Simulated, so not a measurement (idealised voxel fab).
Module name: voxel self aligned contacts (process module)
220 nm wide, 5 nm square cells: that's cross-section cut.
Each cross-section below is a grid of square cells, stated as bands in top-down order, with one or more rows of cells making up each band. The entry gives the band's vertical extent as a top height and a bottom height in nm, then its horizontal make-up as materials from left to right, each with a width in nm. "blank" stands for empty space; a single material marked "all across" fills the band edge to edge. Measure heights from 0. That's the level where, below it, the as-received wafer is all one material. The lowest band is bottomless and extends downward; write it as in "0 nm and below". Graded width ("30..40"): value in top row of band = first number; value in bottom row = second number; row-to-row change constant. Step note "remained the same" = no cross-section cell changed. The label "Enclosed void catalog" introduces a list of the empty spaces, 8 cells or larger, that have no open way up to the top; each entry in it reads width x height at distance, where the distance is taken from the left edge and all three are stated in nm. Anything after a step's settings on that line? It's the simulator's own note about the step. On any step carrying a mask, the "overlay nm" setting, if present on the step's line, tells how far right of its planned place the mask lay; negative values point to the left.

**List of planned process steps**
| 1 | RECEIVE [material Si] |
| 2 | OXIDIZE [depth nm 5] |
| 3 | DIRECTIONAL_DEP [material polySi] [thk nm 30] |
| 4 | DIRECTIONAL_DEP [material SiN] [thk nm 25] |
| 5 | PATTERN [tone cover] [mask id GATE] [material resist] [width nm 20] [pitch nm 70] [thk nm 15] [overlay nm 0] |
| 6 | DIRECTIONAL_ETCH [etch materials SiN] [depth nm 25] |
| 7 | DIRECTIONAL_ETCH [etch materials polySi] [depth nm 30] |
| 8 | STRIP [etch materials resist] |
| 9 | CONFORMAL_DEP [material SiN] [thk nm 10] |
| 10 | DIRECTIONAL_ETCH [etch materials SiN] [depth nm 10] |
| 11 | FILL_DEP [material SiO2] [thk nm 15] |
| 12 | CMP [height nm 60] |
| 13 | PATTERN [tone open] [mask id CONTACT] [material resist] [width nm 50] [pitch nm 70] [thk nm 15] [overlay nm 0] |
| 14 | DIRECTIONAL_ETCH [etch materials SiO2] [depth nm 65] |
| 15 | STRIP [etch materials resist] |
| 16 | CONFORMAL_DEP [material TiN] [thk nm 5] |
| 17 | FILL_DEP [material W] [thk nm 10] |
| 18 | CMP [height nm 60] |
| 19 | CONFORMAL_DEP [material SiN] [thk nm 5] |
Quick note for whoever runs this: the wafers start identical, but the width nm at step 5 isn't the same across them. The plan just shows what the first wafer had.

**Cross-section: the first of several wafers in its as-received state, i.e. following step 1**
    0 nm and below = Si all across
    Enclosed void catalog: none

**Below, a row for every wafer. Read it as the end-of-module picture: for each material the wafer shows its cells gained (+) or lost (-) since it was received, and then its closed voids**
width nm 20, -44 Si, +236 SiN, +144 SiO2, +68 TiN, +96 W, +72 polySi, Enclosed void catalog: none
width nm 25, -44 Si, +251 SiN, +135 SiO2, +68 TiN, +72 W, +90 polySi, Enclosed void catalog: none
width nm 30, -44 Si, +266 SiN, +126 SiO2, +68 TiN, +48 W, +108 polySi, Enclosed void catalog: none
width nm 35, -44 Si, +281 SiN, +117 SiO2, +68 TiN, +24 W, +126 polySi, Enclosed void catalog: none
width nm 40, -44 Si, +296 SiN, +108 SiO2, +68 TiN, +144 polySi, Enclosed void catalog: none
width nm 45, -44 Si, +311 SiN, +99 SiO2, +44 TiN, +162 polySi, Enclosed void catalog: none
